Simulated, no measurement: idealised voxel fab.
process module | voxel self aligned contacts
cross-section cut | 285 nm wide | cells 5 nm
A cross-section is a grid of square cells, given in bands from the top down. A band is one or more rows of cells.
Each band's line starts with the height of the band's top and of its bottom, in nm. Then come its materials from left to right, each with its width in nm. One material with "throughout" fills the band from edge to edge. "air" is empty space.
Height 0 is the level under which the wafer as received is all one material. The lowest band goes on downwards, as in "0 down".
A width such as "30 to 40" changes by the same amount from each row of cells to the next, from the band's top row to its bottom row.
"no change" after a step means that no cell of the cross-section changed.
closed voids: empty space of 8 cells or more with no open way to the top, each as width x height at its distance from the left edge, in nm
after a step's settings: what the simulator itself notes on the step
overlay nm, on a step with a mask: how far to the right of its planned place the mask lay; to the left if negative
plan
1 op RECEIVE | material Si
2 op OXIDIZE | depth nm 5
3 op DIRECTIONAL_DEP | material polySi | thk nm 30
4 op DIRECTIONAL_DEP | material SiN | thk nm 20
5 op MASKED_ETCH | tone cover | mask id GATE | width nm 25 | pitch nm 60 | etch materials SiN | depth nm 20 | overlay nm 0
6 op MASKED_ETCH | tone cover | mask id GATE | width nm 25 | pitch nm 60 | etch materials polySi | depth nm 30 | overlay nm 0
7 op CONFORMAL_DEP | material SiN | thk nm 5
8 op DIRECTIONAL_ETCH | etch materials SiN | depth nm 5
9 op FILL_DEP | material SiO2 | thk nm 15
10 op CMP | height nm 60
11 op DIRECTIONAL_DEP | material aC | thk nm 10
12 op PATTERN | tone open | mask id CONTACT | material resist | width nm 45 | thk nm 30 | overlay nm 0
13 op DIRECTIONAL_ETCH | etch materials aC | depth nm 10
14 op STRIP | etch materials resist
15 op DIRECTIONAL_ETCH | etch materials SiO2 | depth nm 65
16 op STRIP | etch materials aC
17 op CONFORMAL_DEP | material TiN | thk nm 5
18 op FILL_DEP | material W | thk nm 10
19 op CMP | height nm 60
20 op CONFORMAL_DEP | material SiCN | thk nm 5
varied across the wafers: thk nm of step 17. The plan shows the first wafer's value. All wafers start alike
first wafer as received, after step 1
  0 down: Si throughout
  closed voids: none
each wafer at the end: cells of each material gained (+) or lost (-) since it was received, then its closed voids
thk nm 5 | -57 Si | +57 SiCN | +80 SiN | +528 SiO2 | +33 TiN | +40 W | +60 polySi | closed voids: none
thk nm 10 | -57 Si | +57 SiCN | +80 SiN | +528 SiO2 | +62 TiN | +11 W | +60 polySi | closed voids: none
thk nm 15 | -57 Si | +57 SiCN | +80 SiN | +528 SiO2 | +73 TiN | +60 polySi | closed voids: none
thk nm 20 | -57 Si | +57 SiCN | +80 SiN | +528 SiO2 | +73 TiN | +60 polySi | closed voids: none
